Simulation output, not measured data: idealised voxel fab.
Process module heading - voxel self aligned contacts
Section cut is 230 nm wide and gridded with 5 nm square cells.
Heads up, the way a cross-section reads in here is a grid of square cells, handed over as bands from the top down, with every band being one or more rows of cells.
Band: top height; bottom height; in nm. Then, left to right: material with width in nm, for each material. "throughout": a single material spanning edge to edge. "empty": empty space.
Beneath 0, the wafer as received is one material, and that level is where height counting begins. The lowest band goes on downward without a bottom; it is written like "z 0 and below".
The expression "30->40" gives the width at the extremes of the band, the first number at its top row of cells and the second at its bottom row, with the width changing by equal amounts from each row to the next in between.
Step marked "nothing changed"? Then no cell in the cross-section changed in it.
Entry "Voids lacking openings" = empty spaces >= 8 cells with no open way to the top; each as width x height at distance, distance from left edge, all nm.
after a step's settings: what the simulator itself notes on the step
Among the settings permitted on a step's line is "overlay nm"; applied to a step with a mask, it specifies the extent to which the mask lay to the right of its planned position, whereas a negative figure signifies a position to the left.

### Steps in the process plan
| 1 | RECEIVE,material Si |
| 2 | CONFORMAL_DEP,material SiO2,thk nm 5 |
| 3 | DIRECTIONAL_DEP,material polySi,thk nm 30 |
| 4 | DIRECTIONAL_DEP,material SiN,thk nm 15 |
| 5 | DIRECTIONAL_DEP,material aC,thk nm 15 |
| 6 | PATTERN,tone cover,mask id GATE,material resist,width nm 25,pitch nm 55,thk nm 35,overlay nm 0 |
| 7 | DIRECTIONAL_ETCH,etch materials aC,depth nm 15 |
| 8 | STRIP,etch materials resist |
| 9 | DIRECTIONAL_ETCH,etch materials SiN,depth nm 15 |
| 10 | DIRECTIONAL_ETCH,etch materials polySi,depth nm 30 |
| 11 | STRIP,etch materials aC |
| 12 | CONFORMAL_DEP,material SiN,thk nm 5 |
| 13 | DIRECTIONAL_ETCH,etch materials SiN,depth nm 5 |
| 14 | FILL_DEP,material SiO2,thk nm 20 |
| 15 | CMP,height nm 60 |
| 16 | DIRECTIONAL_DEP,material aC,thk nm 10 |
| 17 | PATTERN,tone open,mask id CONTACT,material resist,width nm 40,thk nm 30,overlay nm 0 |
| 18 | DIRECTIONAL_ETCH,etch materials aC,depth nm 10 |
| 19 | STRIP,etch materials resist |
| 20 | DIRECTIONAL_ETCH,etch materials SiO2,depth nm 60 |
| 21 | STRIP,etch materials aC |
| 22 | CONFORMAL_DEP,material TiN,thk nm 5 |
| 23 | FILL_DEP,material W,thk nm 10 |
| 24 | CMP,height nm 60 |
| 25 | CONFORMAL_DEP,material SiN,thk nm 5 |

### First of two wafers - as planned

### Wafer as received: cross-section following step 1
* z 0 and below | Si throughout
* Voids lacking openings: none

### Cross-section of the wafer subsequent to step 2
* z 5 to 0 | SiO2 throughout
* Anything lower than 0 is untouched.

### Cross-section of the wafer subsequent to step 3
* z 35 to 5 | polySi throughout
* Anything lower than 5 is untouched.

### Cross-section of the wafer subsequent to step 4
* z 50 to 35 | SiN throughout
* Anything lower than 35 is untouched.

### Cross-section of the wafer subsequent to step 5
* z 65 to 50 | aC throughout
* Anything lower than 50 is untouched.

### Cross-section of the wafer subsequent to step 6
* z 100 to 65 | 75 of empty, 25 of resist, 30 of empty, 25 of resist, 75 of empty
* Anything lower than 65 is untouched.

### Cross-section of the wafer subsequent to step 7
* z 85 to 65 | 75 of empty, 25 of resist, 30 of empty, 25 of resist, 75 of empty
* z 65 to 50 | 75 of empty, 25 of aC, 30 of empty, 25 of aC, 75 of empty
* Anything lower than 50 is untouched.

### Cross-section of the wafer subsequent to step 8
* z 65 to 50 | 75 of empty, 25 of aC, 30 of empty, 25 of aC, 75 of empty
* Anything lower than 50 is untouched.

### Cross-section of the wafer subsequent to step 9
* z 65 to 50 | 75 of empty, 25 of aC, 30 of empty, 25 of aC, 75 of empty
* z 50 to 35 | 75 of empty, 25 of SiN, 30 of empty, 25 of SiN, 75 of empty
* Anything lower than 35 is untouched.

### Cross-section of the wafer subsequent to step 10
* z 65 to 50 | 75 of empty, 25 of aC, 30 of empty, 25 of aC, 75 of empty
* z 50 to 35 | 75 of empty, 25 of SiN, 30 of empty, 25 of SiN, 75 of empty
* z 35 to 5 | 75 of empty, 25 of polySi, 30 of empty, 25 of polySi, 75 of empty
* Anything lower than 5 is untouched.

### Cross-section of the wafer subsequent to step 11
* z 50 to 35 | 75 of empty, 25 of SiN, 30 of empty, 25 of SiN, 75 of empty
* Anything lower than 35 is untouched.

### Cross-section of the wafer subsequent to step 12
* z 55 to 35 | 70 of empty, 35 of SiN, 20 of empty, 35 of SiN, 70 of empty
* z 35 to 10 | 70 of empty, 5 of SiN, 25 of polySi, 5 of SiN, 20 of empty, 5 of SiN, 25 of polySi, 5 of SiN, 70 of empty
* z 10 to 5 | 75 of SiN, 25 of polySi, 30 of SiN, 25 of polySi, 75 of SiN
* Anything lower than 5 is untouched.

### Cross-section of the wafer subsequent to step 13
* z 50 to 35 | 70 of empty, 35 of SiN, 20 of empty, 35 of SiN, 70 of empty
* z 35 to 5 | 70 of empty, 5 of SiN, 25 of polySi, 5 of SiN, 20 of empty, 5 of SiN, 25 of polySi, 5 of SiN, 70 of empty
* Anything lower than 5 is untouched.

### Cross-section of the wafer subsequent to step 14
* z 70 to 50 | SiO2 throughout
* z 50 to 35 | 70 of SiO2, 35 of SiN, 20 of SiO2, 35 of SiN, 70 of SiO2
* z 35 to 5 | 70 of SiO2, 5 of SiN, 25 of polySi, 5 of SiN, 20 of SiO2, 5 of SiN, 25 of polySi, 5 of SiN, 70 of SiO2
* Anything lower than 5 is untouched.

### Cross-section of the wafer subsequent to step 15
* z 60 to 50 | SiO2 throughout
* Anything lower than 50 is untouched.

### Cross-section of the wafer subsequent to step 16
* z 70 to 60 | aC throughout
* Anything lower than 60 is untouched.

### Cross-section of the wafer subsequent to step 17
* z 100 to 70 | 95 of resist, 40 of empty, 95 of resist
* Anything lower than 70 is untouched.

### Cross-section of the wafer subsequent to step 18
* z 90 to 70 | 95 of resist, 40 of empty, 95 of resist
* z 70 to 60 | 95 of aC, 40 of empty, 95 of aC
* Anything lower than 60 is untouched.

### Cross-section of the wafer subsequent to step 19
* z 70 to 60 | 95 of aC, 40 of empty, 95 of aC
* Anything lower than 60 is untouched.

### Cross-section of the wafer subsequent to step 20
* z 70 to 60 | 95 of aC, 40 of empty, 95 of aC
* z 60 to 50 | 95 of SiO2, 40 of empty, 95 of SiO2
* z 50 to 35 | 70 of SiO2, 35 of SiN, 20 of empty, 35 of SiN, 70 of SiO2
* z 35 to 5 | 70 of SiO2, 5 of SiN, 25 of polySi, 5 of SiN, 20 of empty, 5 of SiN, 25 of polySi, 5 of SiN, 70 of SiO2
* z 5 to 0 | 105 of SiO2, 20 of empty, 105 of SiO2
* Anything lower than 0 is untouched.

### Cross-section of the wafer subsequent to step 21
* z 60 to 50 | 95 of SiO2, 40 of empty, 95 of SiO2
* Anything lower than 50 is untouched.

### Cross-section of the wafer subsequent to step 22
* z 65 to 60 | 100 of TiN, 30 of empty, 100 of TiN
* z 60 to 50 | 95 of SiO2, 5->15 of TiN, 30->10 of empty, 5->15 of TiN, 95 of SiO2
* z 50 to 35 | 70 of SiO2, 35 of SiN, 5 of TiN, 10 of empty, 5 of TiN, 35 of SiN, 70 of SiO2
* z 35 to 5 | 70 of SiO2, 5 of SiN, 25 of polySi, 5 of SiN, 5 of TiN, 10 of empty, 5 of TiN, 5 of SiN, 25 of polySi, 5 of SiN, 70 of SiO2
* z 5 to 0 | 105 of SiO2, 20 of TiN, 105 of SiO2
* Anything lower than 0 is untouched.

### Cross-section of the wafer subsequent to step 23
* z 75 to 65 | W throughout
* z 65 to 60 | 100 of TiN, 30 of W, 100 of TiN
* z 60 to 50 | 95 of SiO2, 5->15 of TiN, 30->10 of W, 5->15 of TiN, 95 of SiO2
* z 50 to 35 | 70 of SiO2, 35 of SiN, 5 of TiN, 10 of W, 5 of TiN, 35 of SiN, 70 of SiO2
* z 35 to 5 | 70 of SiO2, 5 of SiN, 25 of polySi, 5 of SiN, 5 of TiN, 10 of W, 5 of TiN, 5 of SiN, 25 of polySi, 5 of SiN, 70 of SiO2
* Anything lower than 5 is untouched.

### Cross-section of the wafer subsequent to step 24
* z 60 to 50 | 95 of SiO2, 5->15 of TiN, 30->10 of W, 5->15 of TiN, 95 of SiO2
* Anything lower than 50 is untouched.

### Cross-section of the wafer subsequent to step 25
* z 65 to 60 | SiN throughout
* Anything lower than 60 is untouched.

### Second wafer - shared start and plan with the first - one error in running - same as the first up to step 16 inclusive

### Cross-section of the second wafer at the time step 17 of the plan should have ended
* z 100 to 70 | 100 of resist, 35 of empty, 95 of resist
* Anything lower than 70 is untouched.

### Cross-section of the second wafer at the time step 18 of the plan should have ended
* z 90 to 70 | 100 of resist, 35 of empty, 95 of resist
* z 70 to 60 | 100 of aC, 35 of empty, 95 of aC
* Anything lower than 60 is untouched.

### Cross-section of the second wafer at the time step 19 of the plan should have ended
* z 70 to 60 | 100 of aC, 35 of empty, 95 of aC
* Anything lower than 60 is untouched.

### Cross-section of the second wafer at the time step 20 of the plan should have ended
* z 70 to 60 | 100 of aC, 35 of empty, 95 of aC
* z 60 to 50 | 100 of SiO2, 35 of empty, 95 of SiO2
* z 50 to 35 | 70 of SiO2, 35 of SiN, 20 of empty, 35 of SiN, 70 of SiO2
* z 35 to 5 | 70 of SiO2, 5 of SiN, 25 of polySi, 5 of SiN, 20 of empty, 5 of SiN, 25 of polySi, 5 of SiN, 70 of SiO2
* z 5 to 0 | 105 of SiO2, 20 of empty, 105 of SiO2
* Anything lower than 0 is untouched.

### Cross-section of the second wafer at the time step 21 of the plan should have ended
* z 60 to 50 | 100 of SiO2, 35 of empty, 95 of SiO2
* Anything lower than 50 is untouched.

### Cross-section of the second wafer at the time step 22 of the plan should have ended
* z 65 to 60 | 105 of TiN, 25 of empty, 100 of TiN
* z 60 to 50 | 100 of SiO2, 5->10 of TiN, 25->10 of empty, 5->15 of TiN, 95 of SiO2
* z 50 to 35 | 70 of SiO2, 35 of SiN, 5 of TiN, 10 of empty, 5 of TiN, 35 of SiN, 70 of SiO2
* z 35 to 5 | 70 of SiO2, 5 of SiN, 25 of polySi, 5 of SiN, 5 of TiN, 10 of empty, 5 of TiN, 5 of SiN, 25 of polySi, 5 of SiN, 70 of SiO2
* z 5 to 0 | 105 of SiO2, 20 of TiN, 105 of SiO2
* Anything lower than 0 is untouched.

### Cross-section of the second wafer at the time step 23 of the plan should have ended
* z 75 to 65 | W throughout
* z 65 to 60 | 105 of TiN, 25 of W, 100 of TiN
* z 60 to 50 | 100 of SiO2, 5->10 of TiN, 25->10 of W, 5->15 of TiN, 95 of SiO2
* z 50 to 35 | 70 of SiO2, 35 of SiN, 5 of TiN, 10 of W, 5 of TiN, 35 of SiN, 70 of SiO2
* z 35 to 5 | 70 of SiO2, 5 of SiN, 25 of polySi, 5 of SiN, 5 of TiN, 10 of W, 5 of TiN, 5 of SiN, 25 of polySi, 5 of SiN, 70 of SiO2
* Anything lower than 5 is untouched.

### Cross-section of the second wafer at the time step 24 of the plan should have ended
* z 60 to 50 | 100 of SiO2, 5->10 of TiN, 25->10 of W, 5->15 of TiN, 95 of SiO2
* Anything lower than 50 is untouched.

### Cross-section of the second wafer at the time step 25 of the plan should have ended
* z 65 to 60 | SiN throughout
* Anything lower than 60 is untouched.
Diagnosis: heads up, step 17 didn't go per plan, it actually ran as PATTERN,tone open,mask id CONTACT,material resist,width nm 35,thk nm 30,overlay nm 0
FYI, end of process, the second wafer has more or fewer cells of some materials than the first: SiO2: 2 more, TiN: 1 fewer, W: 1 fewer
